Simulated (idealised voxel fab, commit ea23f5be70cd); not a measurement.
process module | voxel capacitor over wiring
cross-section cut | 190 nm wide | cells 5 nm
A cross-section is a grid of square cells, given in bands from the top down. A band is one or more rows of cells.
Each band's line starts with the height of the band's top and of its bottom, in nm. Then come its materials from left to right, each with its width in nm. One material with "throughout" fills the band from edge to edge. "air" is empty space.
Height 0 is the level under which the wafer as received is all one material. The lowest band goes on downwards, as in "0 down".
A width such as "30 to 40" changes by the same amount from each row of cells to the next, from the band's top row to its bottom row.
"no change" after a step means that no cell of the cross-section changed.
closed voids: empty space of 8 cells or more with no open way to the top, each as width x height at its distance from the left edge, in nm
after a step's settings: what the simulator itself notes on the step
overlay nm, on a step with a mask: how far to the right of its planned place the mask lay; to the left if negative
plan
1 op RECEIVE | material Si
2 op CONFORMAL_DEP | material SiO2 | thk nm 10
3 op DIRECTIONAL_DEP | material TiN | thk nm 5
4 op DIRECTIONAL_DEP | material Ru | thk nm 25
5 op PATTERN | tone cover | mask id METAL_1 | material resist | width nm 20 | pitch nm 75 | thk nm 15 | overlay nm 0
6 op DIRECTIONAL_ETCH | etch materials Ru | depth nm 25
7 op DIRECTIONAL_ETCH | etch materials TiN | depth nm 5
8 op STRIP | etch materials resist
9 op FILL_DEP | material SiO2 | thk nm 10
10 op CMP | height nm 40
11 op CONFORMAL_DEP | material SiCN | thk nm 5
12 op DIRECTIONAL_DEP | material SiO2 | thk nm 10
13 op PATTERN | tone open | mask id PLUG_1 | material resist | width nm 15 | thk nm 20 | overlay nm 0
14 op DIRECTIONAL_ETCH | etch materials SiO2 | depth nm 10
15 op DIRECTIONAL_ETCH | etch materials SiCN | depth nm 5
16 op STRIP | etch materials resist
17 op EPI | material Ru | thk nm 10
18 op EPI | material Ru | thk nm 5
19 op DIRECTIONAL_DEP | material TiN | thk nm 10
20 op DIRECTIONAL_DEP | material HfO2 | thk nm 5
21 op DIRECTIONAL_DEP | material TiN | thk nm 10
22 op PATTERN | tone cover | mask id UPPER_PLATE | material resist | width nm 50 | thk nm 20 | overlay nm 0
23 op DIRECTIONAL_ETCH | etch materials TiN | depth nm 10
24 op DIRECTIONAL_ETCH | etch materials HfO2 | depth nm 5
25 op STRIP | etch materials resist
26 op DIRECTIONAL_DEP | material aC | thk nm 10
27 op PATTERN | tone cover | mask id LOWER_PLATE | material resist | width nm 70 | thk nm 30 | overlay nm 0
28 op DIRECTIONAL_ETCH | etch materials aC | depth nm 10
29 op STRIP | etch materials resist
30 op DIRECTIONAL_ETCH | etch materials TiN | depth nm 10
31 op STRIP | etch materials aC
32 op FILL_DEP | material SiO2 | thk nm 15
33 op CMP | height nm 90
34 op MASKED_ETCH | tone open | mask id PLUG_2 | width nm 15 | etch materials SiO2 | depth nm 10 | overlay nm 0
35 op CONFORMAL_DEP | material TiN | thk nm 5
36 op FILL_DEP | material W | thk nm 5
37 op CMP | height nm 90
38 op CONFORMAL_DEP | material SiCN | thk nm 5
varied across the wafers: width nm of step 22. The plan shows the first wafer's value. All wafers start alike
first wafer as received, after step 1
  0 down: Si throughout
  closed voids: none
each wafer at the end: cells of each material gained (+) or lost (-) since it was received, then its closed voids
width nm 50 | +10 HfO2 | +49 Ru | +73 SiCN | +528 SiO2 | +61 TiN | +1 W | closed voids: none
width nm 55 | +11 HfO2 | +49 Ru | +73 SiCN | +525 SiO2 | +63 TiN | +1 W | closed voids: none
width nm 60 | +12 HfO2 | +49 Ru | +73 SiCN | +522 SiO2 | +65 TiN | +1 W | closed voids: none
width nm 65 | +13 HfO2 | +49 Ru | +73 SiCN | +519 SiO2 | +67 TiN | +1 W | closed voids: none
width nm 70 | +14 HfO2 | +49 Ru | +73 SiCN | +516 SiO2 | +69 TiN | +1 W | closed voids: none
width nm 75 | +15 HfO2 | +49 Ru | +73 SiCN | +513 SiO2 | +71 TiN | +1 W | closed voids: none
